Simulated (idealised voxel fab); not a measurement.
Process module name: voxel gate over fins
Cross-section cut spans 285 nm and uses square cells 5 nm in size.
A cross-section in this document is a grid of square cells, and it is written down as bands, the top band listed before the ones below it; a band is made up of one or more rows of cells. Heights first: top, then bottom, in nm. Then materials, left to right, each with a width in nm. "full width" on a single material: fills the band edge to edge. "blank": empty space. Heights from 0 (as-received wafer is one material below). Bottom band endless downward, as "z 0 and below". With a width like "30->40", each row of cells in the band differs from the next by the same amount, the top row carrying the first number and the bottom row the second. "same as before" -> step changed no cross-section cell. For the entry "closed voids", the listed items are empty spaces with no open way to the top whose size is 8 cells or more; each item follows the pattern width x height at distance, where distance is from the left edge and all three are in nm. What comes after the settings on a step's line is commentary from the simulator itself on that step. overlay nm: right-of-plan distance of the mask on a masked step; negative values mean left-of-plan.
The process steps that were planned are listed below
1 RECEIVE with material Si
2 CONFORMAL_DEP with material SiN, thk nm 10
3 PATTERN with tone cover, mask id FINS, material resist, width nm 15, pitch nm 40, thk nm 15, overlay nm 0
4 DIRECTIONAL_ETCH with etch materials SiN, depth nm 10
5 DIRECTIONAL_ETCH with etch materials Si, depth nm 30
6 STRIP with etch materials resist
7 FILL_DEP with material SiO2, thk nm 5
8 CMP with height nm 10
9 SELECTIVE_ETCH with etch materials SiO2, depth nm 25
10 STRIP with etch materials SiN
11 CONFORMAL_DEP with material HfO2, thk nm 5
12 CONFORMAL_DEP with material TiN, thk nm 5
13 FILL_DEP with material W, thk nm 10
14 CMP with height nm 15
15 CONFORMAL_DEP with material SiCN, thk nm 10
Concerning the first of two wafers, which was run in accordance with the plan
Incoming wafer in cross-section (state: after step 1)
> z 0 and below  Si full width
> closed voids: none
Once step 2 is through, the wafer looks like this in cross-section
> z 10 to 0  SiN full width
> Below 0, the layers are the same as they were.
Once step 3 is through, the wafer looks like this in cross-section
> z 25 to 10  115 nm blank | 15 nm resist | 25 nm blank | 15 nm resist | 115 nm blank
> Below 10, the layers are the same as they were.
Once step 4 is through, the wafer looks like this in cross-section
> z 25 to 10  115 nm blank | 15 nm resist | 25 nm blank | 15 nm resist | 115 nm blank
> z 10 to 0  115 nm blank | 15 nm SiN | 25 nm blank | 15 nm SiN | 115 nm blank
> Below 0, the layers are the same as they were.
Once step 5 is through, the wafer looks like this in cross-section
> z 25 to 10  115 nm blank | 15 nm resist | 25 nm blank | 15 nm resist | 115 nm blank
> z 10 to 0  115 nm blank | 15 nm SiN | 25 nm blank | 15 nm SiN | 115 nm blank
> z 0 to -30  115 nm blank | 15 nm Si | 25 nm blank | 15 nm Si | 115 nm blank
> Below -30, the layers are the same as they were.
Once step 6 is through, the wafer looks like this in cross-section
> z 10 to 0  115 nm blank | 15 nm SiN | 25 nm blank | 15 nm SiN | 115 nm blank
> Below 0, the layers are the same as they were.
Once step 7 is through, the wafer looks like this in cross-section
> z 15 to 10  SiO2 full width
> z 10 to 0  115 nm SiO2 | 15 nm SiN | 25 nm SiO2 | 15 nm SiN | 115 nm SiO2
> z 0 to -30  115 nm SiO2 | 15 nm Si | 25 nm SiO2 | 15 nm Si | 115 nm SiO2
> Below -30, the layers are the same as they were.
Once step 8 is through, the wafer looks like this in cross-section
> z 10 to 0  115 nm SiO2 | 15 nm SiN | 25 nm SiO2 | 15 nm SiN | 115 nm SiO2
> Below 0, the layers are the same as they were.
Once step 9 is through, the wafer looks like this in cross-section
> z 10 to 0  115 nm blank | 15 nm SiN | 25 nm blank | 15 nm SiN | 115 nm blank
> z 0 to -15  115 nm blank | 15 nm Si | 25 nm blank | 15 nm Si | 115 nm blank
> Below -15, the layers are the same as they were.
Once step 10 is through, the wafer looks like this in cross-section
> z 0 to -15  115 nm blank | 15 nm Si | 25 nm blank | 15 nm Si | 115 nm blank
> Below -15, the layers are the same as they were.
Once step 11 is through, the wafer looks like this in cross-section
> z 5 to 0  110 nm blank | 25 nm HfO2 | 15 nm blank | 25 nm HfO2 | 110 nm blank
> z 0 to -10  110 nm blank | 5 nm HfO2 | 15 nm Si | 5 nm HfO2 | 15 nm blank | 5 nm HfO2 | 15 nm Si | 5 nm HfO2 | 110 nm blank
> z -10 to -15  115 nm HfO2 | 15 nm Si | 25 nm HfO2 | 15 nm Si | 115 nm HfO2
> Below -15, the layers are the same as they were.
Once step 12 is through, the wafer looks like this in cross-section
> z 10 to 5  105 nm blank | 35 nm TiN | 5 nm blank | 35 nm TiN | 105 nm blank
> z 5 to 0  105 nm blank | 5 nm TiN | 25 nm HfO2 | 5 nm TiN | 5 nm blank | 5 nm TiN | 25 nm HfO2 | 5 nm TiN | 105 nm blank
> z 0 to -5  105 nm blank | 5 nm TiN | 5 nm HfO2 | 15 nm Si | 5 nm HfO2 | 5 nm TiN | 5 nm blank | 5 nm TiN | 5 nm HfO2 | 15 nm Si | 5 nm HfO2 | 5 nm TiN | 105 nm blank
> z -5 to -10  110 nm TiN | 5 nm HfO2 | 15 nm Si | 5 nm HfO2 | 15 nm TiN | 5 nm HfO2 | 15 nm Si | 5 nm HfO2 | 110 nm TiN
> Below -10, the layers are the same as they were.
Once step 13 is through, the wafer looks like this in cross-section
> z 20 to 10  W full width
> z 10 to 5  105 nm W | 35 nm TiN | 5 nm W | 35 nm TiN | 105 nm W
> z 5 to 0  105 nm W | 5 nm TiN | 25 nm HfO2 | 5 nm TiN | 5 nm W | 5 nm TiN | 25 nm HfO2 | 5 nm TiN | 105 nm W
> z 0 to -5  105 nm W | 5 nm TiN | 5 nm HfO2 | 15 nm Si | 5 nm HfO2 | 5 nm TiN | 5 nm W | 5 nm TiN | 5 nm HfO2 | 15 nm Si | 5 nm HfO2 | 5 nm TiN | 105 nm W
> Below -5, the layers are the same as they were.
Once step 14 is through, the wafer looks like this in cross-section
> z 15 to 10  W full width
> Below 10, the layers are the same as they were.
Once step 15 is through, the wafer looks like this in cross-section
> z 25 to 15  SiCN full width
> Below 15, the layers are the same as they were.
Wafer two of two - same starting point, same process plan, one mistake in execution; matches wafer one up to and including step 2
Second wafer, sectioned view, at step 3's planned end time
> z 25 to 10  125 nm blank | 15 nm resist | 25 nm blank | 15 nm resist | 105 nm blank
> Below 10, the layers are the same as they were.
Second wafer, sectioned view, at step 4's planned end time
> z 25 to 10  125 nm blank | 15 nm resist | 25 nm blank | 15 nm resist | 105 nm blank
> z 10 to 0  125 nm blank | 15 nm SiN | 25 nm blank | 15 nm SiN | 105 nm blank
> Below 0, the layers are the same as they were.
Second wafer, sectioned view, at step 5's planned end time
> z 25 to 10  125 nm blank | 15 nm resist | 25 nm blank | 15 nm resist | 105 nm blank
> z 10 to 0  125 nm blank | 15 nm SiN | 25 nm blank | 15 nm SiN | 105 nm blank
> z 0 to -30  125 nm blank | 15 nm Si | 25 nm blank | 15 nm Si | 105 nm blank
> Below -30, the layers are the same as they were.
Second wafer, sectioned view, at step 6's planned end time
> z 10 to 0  125 nm blank | 15 nm SiN | 25 nm blank | 15 nm SiN | 105 nm blank
> Below 0, the layers are the same as they were.
Second wafer, sectioned view, at step 7's planned end time
> z 15 to 10  SiO2 full width
> z 10 to 0  125 nm SiO2 | 15 nm SiN | 25 nm SiO2 | 15 nm SiN | 105 nm SiO2
> z 0 to -30  125 nm SiO2 | 15 nm Si | 25 nm SiO2 | 15 nm Si | 105 nm SiO2
> Below -30, the layers are the same as they were.
Second wafer, sectioned view, at step 8's planned end time
> z 10 to 0  125 nm SiO2 | 15 nm SiN | 25 nm SiO2 | 15 nm SiN | 105 nm SiO2
> Below 0, the layers are the same as they were.
Second wafer, sectioned view, at step 9's planned end time
> z 10 to 0  125 nm blank | 15 nm SiN | 25 nm blank | 15 nm SiN | 105 nm blank
> z 0 to -15  125 nm blank | 15 nm Si | 25 nm blank | 15 nm Si | 105 nm blank
> Below -15, the layers are the same as they were.
Second wafer, sectioned view, at step 10's planned end time
> z 0 to -15  125 nm blank | 15 nm Si | 25 nm blank | 15 nm Si | 105 nm blank
> Below -15, the layers are the same as they were.
Second wafer, sectioned view, at step 11's planned end time
> z 5 to 0  120 nm blank | 25 nm HfO2 | 15 nm blank | 25 nm HfO2 | 100 nm blank
> z 0 to -10  120 nm blank | 5 nm HfO2 | 15 nm Si | 5 nm HfO2 | 15 nm blank | 5 nm HfO2 | 15 nm Si | 5 nm HfO2 | 100 nm blank
> z -10 to -15  125 nm HfO2 | 15 nm Si | 25 nm HfO2 | 15 nm Si | 105 nm HfO2
> Below -15, the layers are the same as they were.
Second wafer, sectioned view, at step 12's planned end time
> z 10 to 5  115 nm blank | 35 nm TiN | 5 nm blank | 35 nm TiN | 95 nm blank
> z 5 to 0  115 nm blank | 5 nm TiN | 25 nm HfO2 | 5 nm TiN | 5 nm blank | 5 nm TiN | 25 nm HfO2 | 5 nm TiN | 95 nm blank
> z 0 to -5  115 nm blank | 5 nm TiN | 5 nm HfO2 | 15 nm Si | 5 nm HfO2 | 5 nm TiN | 5 nm blank | 5 nm TiN | 5 nm HfO2 | 15 nm Si | 5 nm HfO2 | 5 nm TiN | 95 nm blank
> z -5 to -10  120 nm TiN | 5 nm HfO2 | 15 nm Si | 5 nm HfO2 | 15 nm TiN | 5 nm HfO2 | 15 nm Si | 5 nm HfO2 | 100 nm TiN
> Below -10, the layers are the same as they were.
Second wafer, sectioned view, at step 13's planned end time
> z 20 to 10  W full width
> z 10 to 5  115 nm W | 35 nm TiN | 5 nm W | 35 nm TiN | 95 nm W
> z 5 to 0  115 nm W | 5 nm TiN | 25 nm HfO2 | 5 nm TiN | 5 nm W | 5 nm TiN | 25 nm HfO2 | 5 nm TiN | 95 nm W
> z 0 to -5  115 nm W | 5 nm TiN | 5 nm HfO2 | 15 nm Si | 5 nm HfO2 | 5 nm TiN | 5 nm W | 5 nm TiN | 5 nm HfO2 | 15 nm Si | 5 nm HfO2 | 5 nm TiN | 95 nm W
> Below -5, the layers are the same as they were.
Second wafer, sectioned view, at step 14's planned end time
> z 15 to 10  W full width
> Below 10, the layers are the same as they were.
Second wafer, sectioned view, at step 15's planned end time
> z 25 to 15  SiCN full width
> Below 15, the layers are the same as they were.
Error vs. plan: heads up, step 3 didn't go per plan, it actually ran as PATTERN with tone cover, mask id FINS, material resist, width nm 15, pitch nm 40, thk nm 15, overlay nm 10
At the end, each material covers as many cells on the second wafer as it does on the first, though the cells it covers are elsewhere.
